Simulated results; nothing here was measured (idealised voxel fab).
voxel self aligned vias: a process module
Square cell edge 5 nm, section width 260 nm, ID cut.
How to read a cross-section here: the picture is a grid of square cells, written as bands going from the top down, and any band can span one or more rows of cells. This entry defines a band. It first specifies the height of the band's top and the height of its bottom in nm, and then specifies the band's materials from left to right, stating each material with its width in nm. The word "edge to edge" identifies a single material that fills the band from edge to edge, while the word "empty" identifies empty space. Heights are reckoned from 0. Under this level, the received wafer is all of one material. The bottommost band is open-ended downward, for example "z 0 and below". The expression "30..40" gives the width at the extremes of the band, the first number at its top row of cells and the second at its bottom row, with the width changing by equal amounts from each row to the next in between. A step reported as "no modifications" is a step in which no cell of the cross-section changed. "Cavities, sealed" - sealed voids, min. 8 cells, no opening to top; format: width x height at distance (distance from left edge; nm throughout). Step line, after settings: the simulator's comment on this step. "overlay nm" denotes, for a step that has a mask, the displacement of the mask to the right of its planned place, with negative values corresponding to the left.
# Process steps - plan
| 1 | op RECEIVE | material Si |
| 2 | op CONFORMAL_DEP | material SiO2 | thk nm 10 |
| 3 | op CONFORMAL_DEP | material SiCN | thk nm 5 |
| 4 | op DIRECTIONAL_DEP | material lowk | thk nm 30 |
| 5 | op MASKED_ETCH | tone open | mask id LINES | width nm 25 | pitch nm 60 | etch materials lowk | depth nm 30 | overlay nm 0 |
| 6 | op CONFORMAL_DEP | material TiN | thk nm 5 |
| 7 | op FILL_DEP | material Ru | thk nm 10 |
| 8 | op CMP | height nm 45 |
| 9 | op SELECTIVE_ETCH | etch materials W Ru TiN | depth nm 5 |
| 10 | op FILL_DEP | material SiN | thk nm 5 |
| 11 | op CMP | height nm 45 |
| 12 | op DIRECTIONAL_DEP | material lowk | thk nm 15 |
| 13 | op PATTERN | tone open | mask id VIAS | material resist | width nm 35 | pitch nm 60 | thk nm 15 | overlay nm 0 |
| 14 | op DIRECTIONAL_ETCH | etch materials lowk | depth nm 15 |
| 15 | op DIRECTIONAL_ETCH | etch materials SiN | depth nm 5 |
| 16 | op STRIP | etch materials resist |
| 17 | op CONFORMAL_DEP | material TiN | thk nm 5 |
| 18 | op FILL_DEP | material Cu | thk nm 10 |
| 19 | op CMP | height nm 60 |
| 20 | op CONFORMAL_DEP | material SiCN | thk nm 5 |
# This is the cross-section of the wafer as we received it, i.e. after step 1
> z 0 and below = Si edge to edge
> Cavities, sealed: none
# Looking at the first of two wafers in cross-section at end of module - ran to plan
> z 65 to 60 = SiCN edge to edge
> z 60 to 50 = lowk 50 nm | TiN 5 nm | Cu 25 nm | TiN 5 nm | lowk 25 nm | TiN 5 nm | Cu 25 nm | TiN 5 nm | lowk 25 nm | TiN 5 nm | Cu 25 nm | TiN 5 nm | lowk 55 nm
> z 50 to 45 = lowk 50 nm | TiN 10 nm | Cu 15 nm | TiN 10 nm | lowk 25 nm | TiN 10 nm | Cu 15 nm | TiN 10 nm | lowk 25 nm | TiN 10 nm | Cu 15 nm | TiN 10 nm | lowk 55 nm
> z 45 to 40 = lowk 55 nm | TiN 25 nm | lowk 35 nm | TiN 25 nm | lowk 35 nm | TiN 25 nm | lowk 60 nm
> z 40 to 20 = lowk 55 nm | TiN 5 nm | Ru 15 nm | TiN 5 nm | lowk 35 nm | TiN 5 nm | Ru 15 nm | TiN 5 nm | lowk 35 nm | TiN 5 nm | Ru 15 nm | TiN 5 nm | lowk 60 nm
> z 20 to 15 = lowk 55 nm | TiN 25 nm | lowk 35 nm | TiN 25 nm | lowk 35 nm | TiN 25 nm | lowk 60 nm
> z 15 to 10 = SiCN edge to edge
> z 10 to 0 = SiO2 edge to edge
> z 0 and below = Si edge to edge
> Cavities, sealed: none
# Wafer two, sectioned after the module: the first wafer's start, the first wafer's plan, and one mistake in how it was run
> z 65 to 60 = SiCN edge to edge
> z 60 to 50 = lowk 60 nm | TiN 5 nm | Cu 25 nm | TiN 5 nm | lowk 25 nm | TiN 5 nm | Cu 25 nm | TiN 5 nm | lowk 25 nm | TiN 5 nm | Cu 25 nm | TiN 5 nm | lowk 45 nm
> z 50 to 45 = lowk 60 nm | TiN 5 nm | Cu 10 nm | TiN 20 nm | lowk 25 nm | TiN 5 nm | Cu 10 nm | TiN 20 nm | lowk 25 nm | TiN 5 nm | Cu 10 nm | TiN 20 nm | lowk 45 nm
> z 45 to 40 = lowk 55 nm | SiN 5 nm | TiN 20 nm | lowk 35 nm | SiN 5 nm | TiN 20 nm | lowk 35 nm | SiN 5 nm | TiN 20 nm | lowk 60 nm
> z 40 to 20 = lowk 55 nm | TiN 5 nm | Ru 15 nm | TiN 5 nm | lowk 35 nm | TiN 5 nm | Ru 15 nm | TiN 5 nm | lowk 35 nm | TiN 5 nm | Ru 15 nm | TiN 5 nm | lowk 60 nm
> z 20 to 15 = lowk 55 nm | TiN 25 nm | lowk 35 nm | TiN 25 nm | lowk 35 nm | TiN 25 nm | lowk 60 nm
> z 15 to 10 = SiCN edge to edge
> z 10 to 0 = SiO2 edge to edge
> z 0 and below = Si edge to edge
> Cavities, sealed: none
What broke from the plan during processing? step 13 did not use the planned setting and instead ran as op PATTERN | tone open | mask id VIAS | material resist | width nm 35 | pitch nm 60 | thk nm 15 | overlay nm 10
Looking at both finished wafers in cells, the second ends up ahead of or behind the first on some materials: -3 Cu, +3 SiN
